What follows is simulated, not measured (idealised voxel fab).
Module name: voxel trench capacitor (process module)
The figure presents cross-section cut, which has a width of 260 nm and is divided into square cells with an edge length of 5 nm.
In what follows, cross-sections appear as grids of square cells, described through bands that run from the top down, where every band is one or more rows of cells.
Band entry format. Leading values: height of top, height of bottom, nm. Remainder: materials in left-to-right order, each with its width in nm. Special words: "everywhere" on a single material, which then fills the band edge to edge; "empty", empty space.
Heights are measured from 0, the level below which the as-received wafer is all one material; the lowest band has no bottom and continues downward, written as in "0..down".
So if you see something like "30..40" for the width, read it as the top row of the band sitting at the first number and the bottom row at the second, with every row in between moving by the same amount as the last.
Where a step carries "no change occurred", the cross-section came out of it unchanged, cell for cell.
The list in "Sealed internal cavities" covers empty spaces of 8 cells or more that cannot reach the top through any open way, and it gives each as width x height at distance; the distance is from the left edge, and width, height and distance are in nm.
Note: text after step settings on the step line = simulator remark on that step.
overlay nm: right-of-plan distance of the mask on a masked step; negative values mean left-of-plan.
# Planned step list for the process
1) RECEIVE,material Si
2) CONFORMAL_DEP,material SiN,thk nm 10
3) DIRECTIONAL_DEP,material aC,thk nm 15
4) PATTERN,tone open,mask id TRENCH,material resist,width nm 20,pitch nm 60,thk nm 35,overlay nm 0
5) DIRECTIONAL_ETCH,etch materials aC,depth nm 15
6) STRIP,etch materials resist
7) DIRECTIONAL_ETCH,etch materials SiN,depth nm 10
8) DIRECTIONAL_ETCH,etch materials Si,depth nm 40
9) STRIP,etch materials aC
10) CONFORMAL_DEP,material HfO2,thk nm 5
11) CONFORMAL_DEP,material TiN,thk nm 5
12) FILL_DEP,material W,thk nm 10
13) CMP,height nm 10
What sets these wafers apart? The width nm at step 4. They all start alike, and the plan carries the first wafer's value.
# Cross-section of the first of several received wafers, showing its state after step 1
0..down | Si everywhere
Sealed internal cavities: none
# Wafer cross-section (first of several) - module end, post step 13 (last step)
10..0 | SiN 30 nm | HfO2 5 nm | TiN 10 nm | HfO2 5 nm | SiN 40 nm | HfO2 5 nm | TiN 10 nm | HfO2 5 nm | SiN 40 nm | HfO2 5 nm | TiN 10 nm | HfO2 5 nm | SiN 40 nm | HfO2 5 nm | TiN 10 nm | HfO2 5 nm | SiN 30 nm
0..-35 | Si 30 nm | HfO2 5 nm | TiN 10 nm | HfO2 5 nm | Si 40 nm | HfO2 5 nm | TiN 10 nm | HfO2 5 nm | Si 40 nm | HfO2 5 nm | TiN 10 nm | HfO2 5 nm | Si 40 nm | HfO2 5 nm | TiN 10 nm | HfO2 5 nm | Si 30 nm
-35..-40 | Si 30 nm | HfO2 20 nm | Si 40 nm | HfO2 20 nm | Si 40 nm | HfO2 20 nm | Si 40 nm | HfO2 20 nm | Si 30 nm
-40..down | Si everywhere
Sealed internal cavities: none
# Cross-section of the last wafer at end of module
10..0 | SiN 20 nm | HfO2 5 nm | TiN 5 nm | W 25 nm | TiN 5 nm | HfO2 5 nm | SiN 15 nm | HfO2 5 nm | TiN 5 nm | W 25 nm | TiN 5 nm | HfO2 5 nm | SiN 15 nm | HfO2 5 nm | TiN 5 nm | W 25 nm | TiN 5 nm | HfO2 5 nm | SiN 15 nm | HfO2 5 nm | TiN 5 nm | W 25 nm | TiN 5 nm | HfO2 5 nm | SiN 15 nm
0..-30 | Si 20 nm | HfO2 5 nm | TiN 5 nm | W 25 nm | TiN 5 nm | HfO2 5 nm | Si 15 nm | HfO2 5 nm | TiN 5 nm | W 25 nm | TiN 5 nm | HfO2 5 nm | Si 15 nm | HfO2 5 nm | TiN 5 nm | W 25 nm | TiN 5 nm | HfO2 5 nm | Si 15 nm | HfO2 5 nm | TiN 5 nm | W 25 nm | TiN 5 nm | HfO2 5 nm | Si 15 nm
-30..-35 | Si 20 nm | HfO2 5 nm | TiN 35 nm | HfO2 5 nm | Si 15 nm | HfO2 5 nm | TiN 35 nm | HfO2 5 nm | Si 15 nm | HfO2 5 nm | TiN 35 nm | HfO2 5 nm | Si 15 nm | HfO2 5 nm | TiN 35 nm | HfO2 5 nm | Si 15 nm
-35..-40 | Si 20 nm | HfO2 45 nm | Si 15 nm | HfO2 45 nm | Si 15 nm | HfO2 45 nm | Si 15 nm | HfO2 45 nm | Si 15 nm
-40..down | Si everywhere
Sealed internal cavities: none
# Below: a row per wafer. Contents at end of module: for every material, cells gained since receipt (+) or lost since receipt (-); then closed voids
width nm 20, +88 HfO2, -128 Si, +72 SiN, +72 TiN, Sealed internal cavities: none
width nm 25, +92 HfO2, -160 Si, +64 SiN, +76 TiN, +32 W, Sealed internal cavities: none
width nm 30, +96 HfO2, -192 Si, +56 SiN, +80 TiN, +64 W, Sealed internal cavities: none
width nm 35, +100 HfO2, -224 Si, +48 SiN, +84 TiN, +96 W, Sealed internal cavities: none
width nm 40, +104 HfO2, -256 Si, +40 SiN, +88 TiN, +128 W, Sealed internal cavities: none
width nm 45, +108 HfO2, -288 Si, +32 SiN, +92 TiN, +160 W, Sealed internal cavities: none
